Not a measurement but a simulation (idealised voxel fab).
This is a process module. Its name is voxel double patterning.
It is cross-section cut that appears here, measuring 235 nm in width, its square cells being 5 nm in size.
The cross-sections in this document take the form of a grid made of square cells. They are written out as bands, in order from top to bottom. Each band consists of one or more rows of cells.
In this notation a band is specified by the heights of its top and bottom, in that order and in nm, after which its materials appear from left to right, each paired with its width in nm. The word "all across" attached to a single material means that material fills the band from edge to edge; the word "air" stands for empty space.
Measure heights from 0. That's the level where, below it, the as-received wafer is all one material. The lowest band is bottomless and extends downward; write it as in "from 0 down".
Quick explanation for "30 to 40": the width changes in equal steps down the rows of cells, from the first number in the band's top row to the second number in its bottom row.
"nothing was modified", as given for a step, is the statement that not any cell of the cross-section underwent a change during that step.
Empty spaces without an open route to the top, at least 8 cells in extent, make up the entry "Closed void roster"; each is given as width x height at distance, where the distance is measured from the left edge, and all are in nm.
The remark found on a step's line after its settings is issued by the simulator itself and pertains to that step.
When a step includes a mask, the "overlay nm" setting on its line states how far to the right of its planned place that mask lay, and negative values state how far to the left.
# This section lists the process steps that were planned
| 1 | RECEIVE: material Si |
| 2 | CONFORMAL_DEP: material SiO2, thk nm 5 |
| 3 | DIRECTIONAL_DEP: material W, thk nm 15 |
| 4 | DIRECTIONAL_DEP: material SiCN, thk nm 10 |
| 5 | PATTERN: tone open, mask id FIRST, material resist, width nm 15, pitch nm 50, thk nm 20, overlay nm 0 |
| 6 | DIRECTIONAL_ETCH: etch materials SiCN, depth nm 10 |
| 7 | STRIP: etch materials resist |
| 8 | MASKED_ETCH: tone open, mask id SECOND, width nm 15, pitch nm 50, etch materials SiCN, depth nm 10, overlay nm 0 |
| 9 | DIRECTIONAL_ETCH: etch materials W, depth nm 15 |
| 10 | STRIP: etch materials SiCN |
# Received-state cross-section, reflecting completion of step 1
> from 0 down  Si all across
> Closed void roster: none
# Cross-section: first of two wafers, module finished, run according to plan
> from 20 to 5  60 of W, then 15 of air, then 10 of W, then 15 of air, then 10 of W, then 15 of air, then 10 of W, then 15 of air, then 10 of W, then 15 of air, then 60 of W
> from 5 to 0  SiO2 all across
> from 0 down  Si all across
> Closed void roster: none
# Second wafer of the two, sectioned at the end of the module. It began like the first and followed the same plan, but one mistake was made while running it
> from 20 to 5  60 of W, then 15 of air, then 10 of W, then 15 of air, then 10 of W, then 15 of air, then 10 of W, then 15 of air, then 10 of W, then 15 of air, then 60 of W
> from 5 to 0  W all across
> from 0 down  Si all across
> Closed void roster: none
Finding, execution versus plan: step 2 was processed under conditions differing from the plan, specifically as CONFORMAL_DEP: material W, thk nm 5
The final cell counts differ between the wafers, with the second having more or fewer of some materials than the first: -47 SiO2; +47 W
